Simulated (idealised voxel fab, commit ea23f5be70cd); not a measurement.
process module | voxel self aligned vias
cross-section cut | 285 nm wide | cells 5 nm
A cross-section is a grid of square cells, given in bands from the top down. A band is one or more rows of cells.
Each band's line starts with the height of the band's top and of its bottom, in nm. Then come its materials from left to right, each with its width in nm. One material with "throughout" fills the band from edge to edge. "air" is empty space.
Height 0 is the level under which the wafer as received is all one material. The lowest band goes on downwards, as in "0 down".
A width such as "30 to 40" changes by the same amount from each row of cells to the next, from the band's top row to its bottom row.
"no change" after a step means that no cell of the cross-section changed.
closed voids: empty space of 8 cells or more with no open way to the top, each as width x height at its distance from the left edge, in nm
after a step's settings: what the simulator itself notes on the step
overlay nm, on a step with a mask: how far to the right of its planned place the mask lay; to the left if negative
plan
1 op RECEIVE | material Si
2 op CONFORMAL_DEP | material SiO2 | thk nm 15
3 op CONFORMAL_DEP | material SiCN | thk nm 5
4 op DIRECTIONAL_DEP | material lowk | thk nm 25
5 op MASKED_ETCH | tone open | mask id LINES | width nm 30 | pitch nm 60 | etch materials lowk | depth nm 25 | overlay nm 0
6 op CONFORMAL_DEP | material TiN | thk nm 5
7 op FILL_DEP | material W | thk nm 10
8 op CMP | height nm 45
9 op SELECTIVE_ETCH | etch materials W Ru TiN | depth nm 5
10 op FILL_DEP | material SiN | thk nm 5
11 op CMP | height nm 45
12 op DIRECTIONAL_DEP | material lowk | thk nm 20
13 op MASKED_ETCH | tone open | mask id VIAS | width nm 40 | pitch nm 60 | etch materials lowk | depth nm 20 | overlay nm 0
14 op MASKED_ETCH | tone open | mask id VIAS | width nm 40 | pitch nm 60 | etch materials SiN | depth nm 5 | overlay nm 0
15 op CONFORMAL_DEP | material TiN | thk nm 5
16 op FILL_DEP | material Cu | thk nm 5
17 op CMP | height nm 65
18 op CONFORMAL_DEP | material SiCN | thk nm 5
as received, after step 1
  0 down: Si throughout
  closed voids: none
a wafer at the end: this start, this plan, one mistake
  70 to 65: SiCN throughout
  65 to 50: lowk 60 | TiN 5 | Cu 30 | TiN 5 | lowk 20 | TiN 5 | Cu 30 | TiN 5 | lowk 20 | TiN 5 | Cu 30 | TiN 5 | lowk 65
  50 to 45: lowk 60 | TiN 40 | lowk 20 | TiN 40 | lowk 20 | TiN 40 | lowk 65
  45 to 40: SiCN throughout
  40 to 15: lowk throughout
  15 to 0: SiO2 throughout
  0 down: Si throughout
  closed voids: none
what went wrong: steps 3 and 4 were swapped
